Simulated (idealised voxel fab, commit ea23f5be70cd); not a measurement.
Process module name: voxel ribs on slabs
Shown is cross-section cut, with a width of 280 nm and square cells of size 5 nm.
In this document a cross-section is written as a grid of square cells. It is given as a series of bands, listed from the top down, and a band is one or more rows of cells. Band: top and bottom heights (nm) first, top before bottom; then materials from left to right, widths in nm. "full width" marks a sole material filling the band edge to edge. "empty" denotes empty space. Height is counted from the level 0, under which the received wafer is composed throughout of one material. The lowest of the bands is not closed at the bottom but continues downward, in the notation "0..down". So if you see something like "30 to 40" for the width, read it as the top row of the band sitting at the first number and the bottom row at the second, with every row in between moving by the same amount as the last. Step note "no change occurred" = no cross-section cell changed. Voids not open to the top, 8 cells minimum: see "Enclosed cavities". Written width x height at distance; distance is from the left edge; nm. Post-settings text on a step line: simulator's own remark regarding the step. "overlay nm" denotes, for a step that has a mask, the displacement of the mask to the right of its planned place, with negative values corresponding to the left.

-- Planned step list for the process
1 RECEIVE (material Si)
2 DIRECTIONAL_DEP (material SiO2; thk nm 25)
3 DIRECTIONAL_DEP (material SiN; thk nm 25)
4 MASKED_ETCH (tone cover; mask id RIB; width nm 15; etch materials SiN; depth nm 15; overlay nm 0)
5 PATTERN (tone cover; mask id SLAB; material resist; width nm 55; thk nm 20; overlay nm 0)
6 DIRECTIONAL_ETCH (etch materials SiN; depth nm 10)
7 STRIP (etch materials resist)
8 FILL_DEP (material SiO2; thk nm 20)
9 CMP (height nm 65)
10 DIRECTIONAL_DEP (material TiN; thk nm 10)
11 DIRECTIONAL_DEP (material aC; thk nm 15)
12 PATTERN (tone cover; mask id HEATER; material resist; width nm 25; thk nm 35; overlay nm 0)
13 DIRECTIONAL_ETCH (etch materials aC; depth nm 15)
14 STRIP (etch materials resist)
15 DIRECTIONAL_ETCH (etch materials TiN; depth nm 10)
16 STRIP (etch materials aC)
17 CONFORMAL_DEP (material SiN; thk nm 10)

-- Incoming wafer, cross-sectional view, post step 1
- 0..down | Si full width
- Enclosed cavities: none

-- End-of-module cross-section. Starting structure and process plan as above; one mistake made in running it
- 85..75 | SiN full width
- 75..50 | SiO2 full width
- 50..35 | 130 of SiO2  15 of SiN  135 of SiO2
- 35..25 | 110 of SiO2  55 of SiN  115 of SiO2
- 25..0 | SiO2 full width
- 0..down | Si full width
- Enclosed cavities: none
Against the plan, the run slipped here: not per plan at step 10, really ran DIRECTIONAL_DEP (material SiO2; thk nm 10)
